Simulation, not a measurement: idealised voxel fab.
process module | voxel released beams
cross-section cut | 290 nm wide | cells 5 nm
A cross-section is a grid of square cells, given in bands from the top down. A band is one or more rows of cells.
Each band's line starts with the height of the band's top and of its bottom, in nm. Then come its materials from left to right, each with its width in nm. One material with "throughout" fills the band from edge to edge. "air" is empty space.
Height 0 is the level under which the wafer as received is all one material. The lowest band goes on downwards, as in "0 down".
A width such as "30 to 40" changes by the same amount from each row of cells to the next, from the band's top row to its bottom row.
"no change" after a step means that no cell of the cross-section changed.
closed voids: empty space of 8 cells or more with no open way to the top, each as width x height at its distance from the left edge, in nm
after a step's settings: what the simulator itself notes on the step
overlay nm, on a step with a mask: how far to the right of its planned place the mask lay; to the left if negative
plan
1 op RECEIVE | material Si
2 op CONFORMAL_DEP | material Al2O3 | thk nm 10
3 op DIRECTIONAL_DEP | material SiO2 | thk nm 20
4 op DIRECTIONAL_DEP | material aC | thk nm 10
5 op PATTERN | tone open | mask id ANCHOR | material resist | width nm 40 | thk nm 30 | overlay nm 0
6 op DIRECTIONAL_ETCH | etch materials aC | depth nm 10
7 op STRIP | etch materials resist
8 op DIRECTIONAL_ETCH | etch materials SiO2 | depth nm 20
9 op STRIP | etch materials aC
10 op CONFORMAL_DEP | material SiN | thk nm 15
11 op PATTERN | tone cover | mask id BEAM | material resist | width nm 115 | thk nm 15 | overlay nm 0
12 op DIRECTIONAL_ETCH | etch materials SiN | depth nm 15
13 op STRIP | etch materials resist
14 op STRIP | etch materials SiO2
as received, after step 1
  0 down: Si throughout
  closed voids: none
first wafer at the end, as planned
  45 to 30: air 85 | SiN 20 | air 10 | SiN 85 | air 90
  30 to 25: air 90 | SiN 15 | air 10 | SiN 15 | air 160
  25 to 10: air 90 | SiN 40 | air 160
  10 to 0: Al2O3 throughout
  0 down: Si throughout
  closed voids: none
second wafer at the end: like start, like plan, one mistake
  45 to 35: air 85 | SiN 20 | air 10 | SiN 85 | air 90
  35 to 30: SiN 105 | air 10 | SiN 175
  30 to 25: SiO2 90 | SiN 15 | air 10 | SiN 15 | SiO2 160
  25 to 10: SiO2 90 | SiN 40 | SiO2 160
  10 to 0: Al2O3 throughout
  0 down: Si throughout
  closed voids: none
what went wrong: step 12 ran as: op DIRECTIONAL_ETCH | etch materials SiN | depth nm 10
at the end the second wafer has, in cells: 35 more of SiN | 200 more of SiO2
